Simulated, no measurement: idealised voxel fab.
Process module in this document: voxel capacitor over wiring
Square cell edge 5 nm, section width 220 nm, ID cut.
Throughout this document, each cross-section is represented as a grid of square cells and is presented as a sequence of bands enumerated from the top downward, where a band comprises one or more rows of cells. The band entry comprises the height of the band's top followed by the height of its bottom, expressed in nm, and subsequently the band's materials from left to right, each stated together with its width in nm. Where a single material is marked with the word "edge to edge", that material fills the band from edge to edge. The word "empty" represents empty space. Height reference: 0 = level under which incoming wafer is all one material. Lowest band: no bottom, runs on downward, e.g. "0 -> down". A two-number width, for instance "30->40", indicates that the width is equal to the first number in the top row of the band and to the second number in the bottom row, and that it changes by a constant amount per row of cells. What does "no alteration" mean for a step? It means no cell of the cross-section changed in that step. "Closed void listing" means: voids of 8 cells or more that are shut off from the top with no open way through. Written width x height at distance, distance from the left edge, in nm. If you see something after the settings on a step's line, that's the simulator's own remark about that step. overlay nm: for a step with a mask, the amount by which the mask lay right of where it was planned; a negative amount means left of it.

Intended process steps
1,RECEIVE with material Si
2,CONFORMAL_DEP with material SiO2, thk nm 15
3,CONFORMAL_DEP with material SiN, thk nm 5
4,DIRECTIONAL_DEP with material SiO2, thk nm 15
5,DIRECTIONAL_DEP with material aC, thk nm 10
6,PATTERN with tone open, mask id METAL_1, material resist, width nm 25, pitch nm 95, thk nm 30, overlay nm 0
7,DIRECTIONAL_ETCH with etch materials aC, depth nm 10
8,STRIP with etch materials resist
9,DIRECTIONAL_ETCH with etch materials SiO2, depth nm 15
10,DIRECTIONAL_ETCH with etch materials SiN, depth nm 5
11,STRIP with etch materials aC
12,CONFORMAL_DEP with material TiN, thk nm 5
13,FILL_DEP with material W, thk nm 10
14,CMP with height nm 35
15,CONFORMAL_DEP with material SiCN, thk nm 5
16,DIRECTIONAL_DEP with material lowk, thk nm 15
17,MASKED_ETCH with tone open, mask id PLUG_1, width nm 15, etch materials lowk, depth nm 15, overlay nm 0
18,MASKED_ETCH with tone open, mask id PLUG_1, width nm 15, etch materials SiCN, depth nm 5, overlay nm 0
19,EPI with material Ru, thk nm 10
20,EPI with material Ru, thk nm 10
21,DIRECTIONAL_DEP with material TiN, thk nm 5
22,DIRECTIONAL_DEP with material HfO2, thk nm 5
23,DIRECTIONAL_DEP with material TiN, thk nm 5
24,DIRECTIONAL_DEP with material aC, thk nm 10
25,PATTERN with tone cover, mask id UPPER_PLATE, material resist, width nm 75, thk nm 30, overlay nm 0
26,DIRECTIONAL_ETCH with etch materials aC, depth nm 10
27,STRIP with etch materials resist
28,DIRECTIONAL_ETCH with etch materials TiN, depth nm 5
29,DIRECTIONAL_ETCH with etch materials HfO2, depth nm 5
30,STRIP with etch materials aC
31,PATTERN with tone cover, mask id LOWER_PLATE, material resist, width nm 85, thk nm 15, overlay nm 0
32,DIRECTIONAL_ETCH with etch materials TiN, depth nm 5
33,STRIP with etch materials resist
34,FILL_DEP with material SiO2, thk nm 20
35,CMP with height nm 85
36,DIRECTIONAL_DEP with material aC, thk nm 10
37,PATTERN with tone open, mask id PLUG_2, material resist, width nm 15, thk nm 30, overlay nm -15
38,DIRECTIONAL_ETCH with etch materials aC, depth nm 10
39,STRIP with etch materials resist
40,DIRECTIONAL_ETCH with etch materials SiO2, depth nm 15
41,STRIP with etch materials aC
42,CONFORMAL_DEP with material TiN, thk nm 5
43,FILL_DEP with material Cu, thk nm 10
44,CMP with height nm 85
45,CONFORMAL_DEP with material SiCN, thk nm 5
Split variable: overlay nm, step 37. Plan value = first wafer. Wafers start alike.

Cross-section of the first of several wafers on receipt, reflecting completion of step 1
* 0 -> down = Si edge to edge
* Closed void listing: none

End-of-module cross-section, first of several wafers, after last step 45
* 90 -> 85 = SiCN edge to edge
* 85 -> 75 = 55 SiO2 | 5 TiN | 5 Cu | 5 TiN | 150 SiO2
* 75 -> 65 = 55->60 SiO2 | 15->75 TiN | 150->85 SiO2
* 65 -> 60 = 60 SiO2 | 75 HfO2 | 85 SiO2
* 60 -> 55 = 55 SiO2 | 85 TiN | 80 SiO2
* 55 -> 40 = 60 lowk | 15 Ru | 145 lowk
* 40 -> 35 = 60 SiCN | 15 Ru | 145 SiCN
* 35 -> 20 = 50 SiO2 | 5 TiN | 15 W | 5 TiN | 70 SiO2 | 5 TiN | 15 W | 5 TiN | 50 SiO2
* 20 -> 15 = 50 SiN | 25 TiN | 70 SiN | 25 TiN | 50 SiN
* 15 -> 0 = SiO2 edge to edge
* 0 -> down = Si edge to edge
* Closed void listing: none

Showing the last wafer in cross-section at the end of the module
* 90 -> 85 = SiCN edge to edge
* 85 -> 75 = 85 SiO2 | 5 TiN | 5 Cu | 5 TiN | 120 SiO2
* 75 -> 65 = 85->60 SiO2 | 15->75 TiN | 120->85 SiO2
* 65 -> 60 = 60 SiO2 | 75 HfO2 | 85 SiO2
* 60 -> 55 = 55 SiO2 | 85 TiN | 80 SiO2
* 55 -> 40 = 60 lowk | 15 Ru | 145 lowk
* 40 -> 35 = 60 SiCN | 15 Ru | 145 SiCN
* 35 -> 20 = 50 SiO2 | 5 TiN | 15 W | 5 TiN | 70 SiO2 | 5 TiN | 15 W | 5 TiN | 50 SiO2
* 20 -> 15 = 50 SiN | 25 TiN | 70 SiN | 25 TiN | 50 SiN
* 15 -> 0 = SiO2 edge to edge
* 0 -> down = Si edge to edge
* Closed void listing: none

Quick key for the table: a row per wafer, taken at the end of the module. For each material it tells you how many cells the wafer gained (+) or lost (-) since it came in, and the closed voids come after
overlay nm -15; +2 Cu; +15 HfO2; +12 Ru; +85 SiCN; +34 SiN; +442 SiO2; +61 TiN; +18 W; +123 lowk; Closed void listing: none
overlay nm -10; +2 Cu; +15 HfO2; +12 Ru; +85 SiCN; +34 SiN; +442 SiO2; +61 TiN; +18 W; +123 lowk; Closed void listing: none
overlay nm -5; +2 Cu; +15 HfO2; +12 Ru; +85 SiCN; +34 SiN; +442 SiO2; +61 TiN; +18 W; +123 lowk; Closed void listing: none
overlay nm 0; +2 Cu; +15 HfO2; +12 Ru; +85 SiCN; +34 SiN; +442 SiO2; +61 TiN; +18 W; +123 lowk; Closed void listing: none
overlay nm 5; +2 Cu; +15 HfO2; +12 Ru; +85 SiCN; +34 SiN; +442 SiO2; +61 TiN; +18 W; +123 lowk; Closed void listing: none
overlay nm 10; +2 Cu; +15 HfO2; +12 Ru; +85 SiCN; +34 SiN; +442 SiO2; +61 TiN; +18 W; +123 lowk; Closed void listing: none
overlay nm 15; +2 Cu; +15 HfO2; +12 Ru; +85 SiCN; +34 SiN; +442 SiO2; +61 TiN; +18 W; +123 lowk; Closed void listing: none
